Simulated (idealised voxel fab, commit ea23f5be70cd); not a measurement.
A process module follows: voxel self aligned vias.
FYI the section here is cut, 160 nm wide, cells are 5 nm squares.
Notation: cross-section as square-cell grid; stated in bands, top first, going down; one or more cell rows per band. Each band's line starts with the height of the band's top and of its bottom, in nm. Then come its materials from left to right, each with its width in nm. One material with "throughout" fills the band from edge to edge. "blank" is empty space. Below 0: as-received wafer, all one material; heights counted from there. Lowest band: no bottom, goes on down, written "0 and below". Width "30->40": first value at the band's top row of cells, second value at its bottom row, equal change from row to row. "no modifications" after a step means that no cell of the cross-section changed. "Enclosed cavities" specifies each empty space that is not open to the top and that occupies no fewer than 8 cells, using the form width x height at distance, the distance measured from the left edge and all three quantities in nm. after a step's settings: what the simulator itself notes on the step. If you see "overlay nm" on a step's line and that step has a mask, it's telling you how far right of where it was planned the mask ended up; a negative number means it went left instead.
This section lists the process steps that were planned
1 RECEIVE,material Si
2 CONFORMAL_DEP,material SiO2,thk nm 15
3 CONFORMAL_DEP,material SiCN,thk nm 5
4 DIRECTIONAL_DEP,material SiO2,thk nm 25
5 MASKED_ETCH,tone open,mask id LINES,width nm 25,pitch nm 50,etch materials SiO2,depth nm 25,overlay nm 0
6 CONFORMAL_DEP,material TiN,thk nm 5
7 FILL_DEP,material Ru,thk nm 10
8 CMP,height nm 45
9 SELECTIVE_ETCH,etch materials W Ru TiN,depth nm 10
10 FILL_DEP,material SiN,thk nm 5
11 CMP,height nm 45
12 DIRECTIONAL_DEP,material SiO2,thk nm 20
13 PATTERN,tone open,mask id VIAS,material resist,width nm 35,pitch nm 50,thk nm 20,overlay nm 0
14 DIRECTIONAL_ETCH,etch materials SiO2,depth nm 20
15 DIRECTIONAL_ETCH,etch materials SiN,depth nm 10
16 STRIP,etch materials resist
17 CONFORMAL_DEP,material TiN,thk nm 5
18 FILL_DEP,material W,thk nm 10
19 CMP,height nm 65
20 CONFORMAL_DEP,material SiCN,thk nm 5
So, the first of our two wafers, run just as we planned it
So this is the incoming wafer in cross-section - it's already been through step 1
> 0 and below  Si throughout
> Enclosed cavities: none
Wafer xsec, post step 2
> 15 down to 0  SiO2 throughout
> Heights below 0 show no change.
Wafer xsec, post step 3
> 20 down to 15  SiCN throughout
> Heights below 15 show no change.
Wafer xsec, post step 4
> 45 down to 20  SiO2 throughout
> Heights below 20 show no change.
Wafer xsec, post step 5
> 45 down to 20  SiO2 (40); blank (25); SiO2 (25); blank (25); SiO2 (45)
> Heights below 20 show no change.
Wafer xsec, post step 6
> 50 down to 45  TiN (45); blank (15); TiN (35); blank (15); TiN (50)
> 45 down to 25  SiO2 (40); TiN (5); blank (15); TiN (5); SiO2 (25); TiN (5); blank (15); TiN (5); SiO2 (45)
> 25 down to 20  SiO2 (40); TiN (25); SiO2 (25); TiN (25); SiO2 (45)
> Heights below 20 show no change.
Wafer xsec, post step 7
> 60 down to 50  Ru throughout
> 50 down to 45  TiN (45); Ru (15); TiN (35); Ru (15); TiN (50)
> 45 down to 25  SiO2 (40); TiN (5); Ru (15); TiN (5); SiO2 (25); TiN (5); Ru (15); TiN (5); SiO2 (45)
> Heights below 25 show no change.
Wafer xsec, post step 8
> 45 down to 25  SiO2 (40); TiN (5); Ru (15); TiN (5); SiO2 (25); TiN (5); Ru (15); TiN (5); SiO2 (45)
> Heights below 25 show no change.
Wafer xsec, post step 9
> 45 down to 35  SiO2 (40); blank (25); SiO2 (25); blank (25); SiO2 (45)
> Heights below 35 show no change.
Wafer xsec, post step 10
> 50 down to 45  SiN throughout
> 45 down to 35  SiO2 (40); SiN (25); SiO2 (25); SiN (25); SiO2 (45)
> Heights below 35 show no change.
Wafer xsec, post step 11
> 45 down to 35  SiO2 (40); SiN (25); SiO2 (25); SiN (25); SiO2 (45)
> Heights below 35 show no change.
Wafer xsec, post step 12
> 65 down to 45  SiO2 throughout
> Heights below 45 show no change.
Wafer xsec, post step 13
> 85 down to 65  resist (35); blank (35); resist (15); blank (35); resist (40)
> Heights below 65 show no change.
Wafer xsec, post step 14
> 85 down to 65  resist (35); blank (35); resist (15); blank (35); resist (40)
> 65 down to 45  SiO2 (35); blank (35); SiO2 (15); blank (35); SiO2 (40)
> Heights below 45 show no change.
Wafer xsec, post step 15
> 85 down to 65  resist (35); blank (35); resist (15); blank (35); resist (40)
> 65 down to 45  SiO2 (35); blank (35); SiO2 (15); blank (35); SiO2 (40)
> 45 down to 35  SiO2 (40); blank (25); SiO2 (25); blank (25); SiO2 (45)
> Heights below 35 show no change.
Wafer xsec, post step 16
> 65 down to 45  SiO2 (35); blank (35); SiO2 (15); blank (35); SiO2 (40)
> Heights below 45 show no change.
Wafer xsec, post step 17
> 70 down to 65  TiN (40); blank (25); TiN (25); blank (25); TiN (45)
> 65 down to 50  SiO2 (35); TiN (5); blank (25); TiN (5); SiO2 (15); TiN (5); blank (25); TiN (5); SiO2 (40)
> 50 down to 40  SiO2 (35->40); TiN (10->5); blank (15); TiN (10->5); SiO2 (15->25); TiN (10->5); blank (15); TiN (10->5); SiO2 (40->45)
> 40 down to 35  SiO2 (40); TiN (25); SiO2 (25); TiN (25); SiO2 (45)
> Heights below 35 show no change.
Wafer xsec, post step 18
> 80 down to 70  W throughout
> 70 down to 65  TiN (40); W (25); TiN (25); W (25); TiN (45)
> 65 down to 50  SiO2 (35); TiN (5); W (25); TiN (5); SiO2 (15); TiN (5); W (25); TiN (5); SiO2 (40)
> 50 down to 40  SiO2 (35->40); TiN (10->5); W (15); TiN (10->5); SiO2 (15->25); TiN (10->5); W (15); TiN (10->5); SiO2 (40->45)
> Heights below 40 show no change.
Wafer xsec, post step 19
> 65 down to 50  SiO2 (35); TiN (5); W (25); TiN (5); SiO2 (15); TiN (5); W (25); TiN (5); SiO2 (40)
> Heights below 50 show no change.
Wafer xsec, post step 20
> 70 down to 65  SiCN throughout
> Heights below 65 show no change.
Second wafer. Start and plan as for the first. One mistake made in running. Agrees with the first up to and including step 4
Second wafer, sectioned view, at step 5's planned end time
> 45 down to 20  SiO2 (45); blank (25); SiO2 (25); blank (25); SiO2 (40)
> Heights below 20 show no change.
Second wafer, sectioned view, at step 6's planned end time
> 50 down to 45  TiN (50); blank (15); TiN (35); blank (15); TiN (45)
> 45 down to 25  SiO2 (45); TiN (5); blank (15); TiN (5); SiO2 (25); TiN (5); blank (15); TiN (5); SiO2 (40)
> 25 down to 20  SiO2 (45); TiN (25); SiO2 (25); TiN (25); SiO2 (40)
> Heights below 20 show no change.
Second wafer, sectioned view, at step 7's planned end time
> 60 down to 50  Ru throughout
> 50 down to 45  TiN (50); Ru (15); TiN (35); Ru (15); TiN (45)
> 45 down to 25  SiO2 (45); TiN (5); Ru (15); TiN (5); SiO2 (25); TiN (5); Ru (15); TiN (5); SiO2 (40)
> Heights below 25 show no change.
Second wafer, sectioned view, at step 8's planned end time
> 45 down to 25  SiO2 (45); TiN (5); Ru (15); TiN (5); SiO2 (25); TiN (5); Ru (15); TiN (5); SiO2 (40)
> Heights below 25 show no change.
Second wafer, sectioned view, at step 9's planned end time
> 45 down to 35  SiO2 (45); blank (25); SiO2 (25); blank (25); SiO2 (40)
> Heights below 35 show no change.
Second wafer, sectioned view, at step 10's planned end time
> 50 down to 45  SiN throughout
> 45 down to 35  SiO2 (45); SiN (25); SiO2 (25); SiN (25); SiO2 (40)
> Heights below 35 show no change.
Second wafer, sectioned view, at step 11's planned end time
> 45 down to 35  SiO2 (45); SiN (25); SiO2 (25); SiN (25); SiO2 (40)
> Heights below 35 show no change.
Second wafer, sectioned view, at step 12's planned end time
> 65 down to 45  SiO2 throughout
> Heights below 45 show no change.
Second wafer, sectioned view, at step 13's planned end time
> 85 down to 65  resist (35); blank (35); resist (15); blank (35); resist (40)
> Heights below 65 show no change.
Second wafer, sectioned view, at step 14's planned end time
> 85 down to 65  resist (35); blank (35); resist (15); blank (35); resist (40)
> 65 down to 45  SiO2 (35); blank (35); SiO2 (15); blank (35); SiO2 (40)
> Heights below 45 show no change.
Second wafer, sectioned view, at step 15's planned end time
> 85 down to 65  resist (35); blank (35); resist (15); blank (35); resist (40)
> 65 down to 45  SiO2 (35); blank (35); SiO2 (15); blank (35); SiO2 (40)
> 45 down to 35  SiO2 (45); blank (25); SiO2 (25); blank (25); SiO2 (40)
> Heights below 35 show no change.
Second wafer, sectioned view, at step 16's planned end time
> 65 down to 45  SiO2 (35); blank (35); SiO2 (15); blank (35); SiO2 (40)
> Heights below 45 show no change.
Second wafer, sectioned view, at step 17's planned end time
> 70 down to 65  TiN (40); blank (25); TiN (25); blank (25); TiN (45)
> 65 down to 50  SiO2 (35); TiN (5); blank (25); TiN (5); SiO2 (15); TiN (5); blank (25); TiN (5); SiO2 (40)
> 50 down to 40  SiO2 (35->45); TiN (15->5); blank (15); TiN (5); SiO2 (15->25); TiN (15->5); blank (15); TiN (5); SiO2 (40)
> 40 down to 35  SiO2 (45); TiN (25); SiO2 (25); TiN (25); SiO2 (40)
> Heights below 35 show no change.
Second wafer, sectioned view, at step 18's planned end time
> 80 down to 70  W throughout
> 70 down to 65  TiN (40); W (25); TiN (25); W (25); TiN (45)
> 65 down to 50  SiO2 (35); TiN (5); W (25); TiN (5); SiO2 (15); TiN (5); W (25); TiN (5); SiO2 (40)
> 50 down to 40  SiO2 (35->45); TiN (15->5); W (15); TiN (5); SiO2 (15->25); TiN (15->5); W (15); TiN (5); SiO2 (40)
> Heights below 40 show no change.
Second wafer, sectioned view, at step 19's planned end time
> 65 down to 50  SiO2 (35); TiN (5); W (25); TiN (5); SiO2 (15); TiN (5); W (25); TiN (5); SiO2 (40)
> Heights below 50 show no change.
Second wafer, sectioned view, at step 20's planned end time
> 70 down to 65  SiCN throughout
> Heights below 65 show no change.
Here's what went sideways: note that step 5 departed from the planned setting and was carried out as MASKED_ETCH,tone open,mask id LINES,width nm 25,pitch nm 50,etch materials SiO2,depth nm 25,overlay nm 5
Cell counts per material: same on both final wafers. Positions: different.
